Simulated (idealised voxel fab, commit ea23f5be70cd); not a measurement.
Name of the process module below: voxel ribs on slabs
For reference, the cross-section in this document is cut, with width 155 nm and square cells of 5 nm.
Notation: cross-section as square-cell grid; stated in bands, top first, going down; one or more cell rows per band.
Heads up on the band format: heights come first, top then bottom, in nm. After that it's the materials left to right, each with its width in nm. A single material flagged "throughout" fills the whole band edge to edge, and "empty" means there's empty space there.
A quick word on heights: they are counted from 0, and under that level the wafer as it came to us is one material throughout. The lowest band is different from the rest in having no bottom; it simply continues downward, written as in "0 down".
When a width is written as two numbers, as in "30..40", the first number is the width in the top row of cells of the band and the second is the width in its bottom row, and the width changes by the same amount from each row to the next.
The cross-section has no changed cell in any step marked "same as before".
"Fully sealed cavities": sealed empty spaces, 8 cells or more, no open way to top, listed width x height at distance, with distance from the left edge and width, height and distance in nm.
after a step's settings: what the simulator itself notes on the step
overlay nm, on a step with a mask: how far to the right of its planned place the mask lay; to the left if negative
The steps planned for the process are as follows:
1. RECEIVE [material Si]
2. DIRECTIONAL_DEP [material SiO2] [thk nm 20]
3. DIRECTIONAL_DEP [material polySi] [thk nm 20]
4. PATTERN [tone cover] [mask id RIB] [material resist] [width nm 20] [thk nm 20] [overlay nm 0]
5. DIRECTIONAL_ETCH [etch materials polySi] [depth nm 15]
6. STRIP [etch materials resist]
7. PATTERN [tone cover] [mask id SLAB] [material resist] [width nm 60] [thk nm 20] [overlay nm 0]
8. DIRECTIONAL_ETCH [etch materials polySi] [depth nm 5]
9. STRIP [etch materials resist]
10. FILL_DEP [material SiO2] [thk nm 25]
11. CMP [height nm 60]
12. DIRECTIONAL_DEP [material W] [thk nm 5]
13. PATTERN [tone cover] [mask id HEATER] [material resist] [width nm 30] [thk nm 15] [overlay nm 0]
14. DIRECTIONAL_ETCH [etch materials W] [depth nm 5]
15. STRIP [etch materials resist]
16. CONFORMAL_DEP [material SiO2] [thk nm 5]
Concerning the first of two wafers, which was run in accordance with the plan:
Here's what the wafer looked like in cross-section when it arrived - that's after step 1:
* 0 down | Si throughout
* Fully sealed cavities: none
Step 2 done - wafer cross-section:
* 20 to 0 | SiO2 throughout
* Everything below 0 is unchanged.
Step 3 done - wafer cross-section:
* 40 to 20 | polySi throughout
* Everything below 20 is unchanged.
Step 4 done - wafer cross-section:
* 60 to 40 | empty=65; resist=20; empty=70
* Everything below 40 is unchanged.
Step 5 done - wafer cross-section:
* 60 to 40 | empty=65; resist=20; empty=70
* 40 to 25 | empty=65; polySi=20; empty=70
* Everything below 25 is unchanged.
Step 6 done - wafer cross-section:
* 40 to 25 | empty=65; polySi=20; empty=70
* Everything below 25 is unchanged.
Step 7 done - wafer cross-section:
* 60 to 40 | empty=45; resist=60; empty=50
* 40 to 25 | empty=45; resist=20; polySi=20; resist=20; empty=50
* Everything below 25 is unchanged.
Step 8 done - wafer cross-section:
* 60 to 40 | empty=45; resist=60; empty=50
* 40 to 25 | empty=45; resist=20; polySi=20; resist=20; empty=50
* 25 to 20 | empty=45; polySi=60; empty=50
* Everything below 20 is unchanged.
Step 9 done - wafer cross-section:
* 40 to 25 | empty=65; polySi=20; empty=70
* Everything below 25 is unchanged.
Step 10 done - wafer cross-section:
* 65 to 40 | SiO2 throughout
* 40 to 25 | SiO2=65; polySi=20; SiO2=70
* 25 to 20 | SiO2=45; polySi=60; SiO2=50
* Everything below 20 is unchanged.
Step 11 done - wafer cross-section:
* 60 to 40 | SiO2 throughout
* Everything below 40 is unchanged.
Step 12 done - wafer cross-section:
* 65 to 60 | W throughout
* Everything below 60 is unchanged.
Step 13 done - wafer cross-section:
* 80 to 65 | empty=60; resist=30; empty=65
* Everything below 65 is unchanged.
Step 14 done - wafer cross-section:
* 80 to 65 | empty=60; resist=30; empty=65
* 65 to 60 | empty=60; W=30; empty=65
* Everything below 60 is unchanged.
Step 15 done - wafer cross-section:
* 65 to 60 | empty=60; W=30; empty=65
* Everything below 60 is unchanged.
Step 16 done - wafer cross-section:
* 70 to 65 | empty=55; SiO2=40; empty=60
* 65 to 60 | SiO2=60; W=30; SiO2=65
* Everything below 60 is unchanged.
Second wafer: same start and same plan as the first, one execution error; identical to the first through step 3:
The second wafer in cross-section, at the planned close of step 4:
* 60 to 40 | empty=55; resist=20; empty=80
* Everything below 40 is unchanged.
The second wafer in cross-section, at the planned close of step 5:
* 60 to 40 | empty=55; resist=20; empty=80
* 40 to 25 | empty=55; polySi=20; empty=80
* Everything below 25 is unchanged.
The second wafer in cross-section, at the planned close of step 6:
* 40 to 25 | empty=55; polySi=20; empty=80
* Everything below 25 is unchanged.
The second wafer in cross-section, at the planned close of step 7:
* 60 to 40 | empty=45; resist=60; empty=50
* 40 to 25 | empty=45; resist=10; polySi=20; resist=30; empty=50
* Everything below 25 is unchanged.
The second wafer in cross-section, at the planned close of step 8:
* 60 to 40 | empty=45; resist=60; empty=50
* 40 to 25 | empty=45; resist=10; polySi=20; resist=30; empty=50
* 25 to 20 | empty=45; polySi=60; empty=50
* Everything below 20 is unchanged.
The second wafer in cross-section, at the planned close of step 9:
* 40 to 25 | empty=55; polySi=20; empty=80
* Everything below 25 is unchanged.
The second wafer in cross-section, at the planned close of step 10:
* 65 to 40 | SiO2 throughout
* 40 to 25 | SiO2=55; polySi=20; SiO2=80
* 25 to 20 | SiO2=45; polySi=60; SiO2=50
* Everything below 20 is unchanged.
The second wafer in cross-section, at the planned close of step 11:
* 60 to 40 | SiO2 throughout
* Everything below 40 is unchanged.
The second wafer in cross-section, at the planned close of step 12:
* 65 to 60 | W throughout
* Everything below 60 is unchanged.
The second wafer in cross-section, at the planned close of step 13:
* 80 to 65 | empty=60; resist=30; empty=65
* Everything below 65 is unchanged.
The second wafer in cross-section, at the planned close of step 14:
* 80 to 65 | empty=60; resist=30; empty=65
* 65 to 60 | empty=60; W=30; empty=65
* Everything below 60 is unchanged.
The second wafer in cross-section, at the planned close of step 15:
* 65 to 60 | empty=60; W=30; empty=65
* Everything below 60 is unchanged.
The second wafer in cross-section, at the planned close of step 16:
* 70 to 65 | empty=55; SiO2=40; empty=60
* 65 to 60 | SiO2=60; W=30; SiO2=65
* Everything below 60 is unchanged.
Misprocessing identified: step 4 ran differently from the plan; actual operation with settings: PATTERN [tone cover] [mask id RIB] [material resist] [width nm 20] [thk nm 20] [overlay nm -10]
When the process is done, the second wafer contains the same cell count of every material as the first wafer, but distributed over other locations.
